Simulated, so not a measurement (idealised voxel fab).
Process module, titled voxel plated lines
cross-section cut | 215 nm wide | cells 5 nm
Bands, listed from the top down, are how a cross-section gets written in this document; the cross-section itself is a grid of square cells, and a band is one or more rows of them.
Band entry format. Leading values: height of top, height of bottom, nm. Remainder: materials in left-to-right order, each with its width in nm. Special words: "all across" on a single material, which then fills the band edge to edge; "empty", empty space.
All heights in this document are referenced to 0, defined as the level beneath which the wafer, as received, consists entirely of one material. The lowest band is not bounded below; it extends indefinitely downward and is written in the form "top 0, no bottom".
Graded width ("30 to 40"): value in top row of band = first number; value in bottom row = second number; row-to-row change constant.
"stayed the same" -> step changed no cross-section cell.
The label "Catalogued sealed voids" introduces a list of the empty spaces, 8 cells or larger, that have no open way up to the top; each entry in it reads width x height at distance, where the distance is taken from the left edge and all three are stated in nm.
Note: text after step settings on the step line = simulator remark on that step.
overlay nm: for a step with a mask, the amount by which the mask lay right of where it was planned; a negative amount means left of it.
The process steps that were planned are listed below:
1 op RECEIVE | material Si
2 op CONFORMAL_DEP | material SiO2 | thk nm 5
3 op DIRECTIONAL_DEP | material TiN | thk nm 5
4 op PATTERN | tone open | mask id LINES | material resist | width nm 20 | pitch nm 60 | thk nm 35 | overlay nm 0
5 op EPI | material Ru | thk nm 10
6 op EPI | material Ru | thk nm 5
7 op EPI | material Ru | thk nm 10
8 op STRIP | etch materials resist
9 op DIRECTIONAL_ETCH | etch materials TiN | depth nm 5
10 op CONFORMAL_DEP | material SiCN | thk nm 5
The value of width nm given for step 4 in the plan refers to the first wafer; the wafers vary in this setting and are alike at the start.
Cross-sectional view of the first of several wafers in the as-received condition, corresponding to the state following step 1:
	top 0, no bottom | Si all across
	Catalogued sealed voids: none
The figure below presents a cross-section of the first of several wafers at the conclusion of the module, following its last step, step 10:
	top 40, bottom 35 | 60 of empty, then 30 of SiCN, then 30 of empty, then 30 of SiCN, then 65 of empty
	top 35, bottom 10 | 60 of empty, then 5 of SiCN, then 20 of Ru, then 5 of SiCN, then 30 of empty, then 5 of SiCN, then 20 of Ru, then 5 of SiCN, then 65 of empty
	top 10, bottom 5 | 65 of SiCN, then 20 of TiN, then 40 of SiCN, then 20 of TiN, then 70 of SiCN
	top 5, bottom 0 | SiO2 all across
	top 0, no bottom | Si all across
	Catalogued sealed voids: none
Of the several wafers, the last: cross-section at the end of the module:
	top 40, bottom 35 | 50 of empty, then 55 of SiCN, then 5 of empty, then 55 of SiCN, then 50 of empty
	top 35, bottom 10 | 50 of empty, then 5 of SiCN, then 45 of Ru, then 5 of SiCN, then 5 of empty, then 5 of SiCN, then 45 of Ru, then 5 of SiCN, then 50 of empty
	top 10, bottom 5 | 55 of SiCN, then 45 of TiN, then 15 of SiCN, then 45 of TiN, then 55 of SiCN
	top 5, bottom 0 | SiO2 all across
	top 0, no bottom | Si all across
	Catalogued sealed voids: none
Every row in this table is a wafer at the end of the module, and it gives, for each of the materials, the cells that wafer has gained (+) or lost (-) since it was received, then its closed voids:
width nm 20; +40 Ru; +67 SiCN; +43 SiO2; +8 TiN; Catalogued sealed voids: none
width nm 25; +50 Ru; +67 SiCN; +43 SiO2; +10 TiN; Catalogued sealed voids: none
width nm 30; +60 Ru; +67 SiCN; +43 SiO2; +12 TiN; Catalogued sealed voids: none
width nm 35; +70 Ru; +67 SiCN; +43 SiO2; +14 TiN; Catalogued sealed voids: none
width nm 40; +80 Ru; +67 SiCN; +43 SiO2; +16 TiN; Catalogued sealed voids: none
width nm 45; +90 Ru; +67 SiCN; +43 SiO2; +18 TiN; Catalogued sealed voids: none
